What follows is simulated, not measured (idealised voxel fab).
process module | voxel self aligned contacts
cross-section cut | 195 nm wide | cells 5 nm
A cross-section is a grid of square cells, given in bands from the top down. A band is one or more rows of cells.
Each band's line starts with the height of the band's top and of its bottom, in nm. Then come its materials from left to right, each with its width in nm. One material with "throughout" fills the band from edge to edge. "air" is empty space.
Height 0 is the level under which the wafer as received is all one material. The lowest band goes on downwards, as in "0 down".
A width such as "30 to 40" changes by the same amount from each row of cells to the next, from the band's top row to its bottom row.
"no change" after a step means that no cell of the cross-section changed.
closed voids: empty space of 8 cells or more with no open way to the top, each as width x height at its distance from the left edge, in nm
after a step's settings: what the simulator itself notes on the step
overlay nm, on a step with a mask: how far to the right of its planned place the mask lay; to the left if negative
plan
1 op RECEIVE | material Si
2 op CONFORMAL_DEP | material SiO2 | thk nm 5
3 op DIRECTIONAL_DEP | material polySi | thk nm 30
4 op DIRECTIONAL_DEP | material SiN | thk nm 15
5 op PATTERN | tone cover | mask id GATE | material resist | width nm 30 | pitch nm 65 | thk nm 15 | overlay nm 0
6 op DIRECTIONAL_ETCH | etch materials SiN | depth nm 15
7 op DIRECTIONAL_ETCH | etch materials polySi | depth nm 30
8 op STRIP | etch materials resist
9 op CONFORMAL_DEP | material SiN | thk nm 5
10 op DIRECTIONAL_ETCH | etch materials SiN | depth nm 5
11 op FILL_DEP | material SiO2 | thk nm 15
12 op CMP | height nm 60
13 op MASKED_ETCH | tone open | mask id CONTACT | width nm 45 | pitch nm 65 | etch materials SiO2 | depth nm 60 | overlay nm 0
14 op CONFORMAL_DEP | material TiN | thk nm 5
15 op FILL_DEP | material Ru | thk nm 5
16 op CMP | height nm 60
17 op CONFORMAL_DEP | material SiCN | thk nm 5
as received, after step 1
  0 down: Si throughout
  closed voids: none
first wafer at the end, as planned
  65 to 60: SiCN throughout
  60 to 50: SiO2 40 | TiN 5 to 15 | Ru 35 to 15 | TiN 5 to 15 | SiO2 20 | TiN 5 to 15 | Ru 35 to 15 | TiN 5 to 15 | SiO2 45
  50 to 35: SiO2 10 | SiN 40 | TiN 5 | Ru 15 | TiN 5 | SiN 40 | TiN 5 | Ru 15 | TiN 5 | SiN 40 | SiO2 15
  35 to 5: SiO2 10 | SiN 5 | polySi 30 | SiN 5 | TiN 5 | Ru 15 | TiN 5 | SiN 5 | polySi 30 | SiN 5 | TiN 5 | Ru 15 | TiN 5 | SiN 5 | polySi 30 | SiN 5 | SiO2 15
  5 to 0: SiO2 50 | TiN 25 | SiO2 40 | TiN 25 | SiO2 55
  0 down: Si throughout
  closed voids: none
second wafer at the end: like start, like plan, one mistake
  65 to 60: SiCN throughout
  60 to 55: SiO2 10 | SiN 40 | TiN 5 | Ru 15 | TiN 5 | SiN 40 | TiN 5 | Ru 15 | TiN 5 | SiN 40 | SiO2 15
  55 to 50: SiO2 10 | SiN 40 | TiN 25 | SiN 40 | TiN 25 | SiN 40 | SiO2 15
  50 to 35: SiN throughout
  35 to 5: polySi throughout
  5 to 0: SiO2 throughout
  0 down: Si throughout
  closed voids: none
what went wrong: step 4 was run twice
at the end the second wafer has, in cells: 68 fewer of Ru | 57 more of SiN | 67 fewer of SiO2 | 48 fewer of TiN | 126 more of polySi
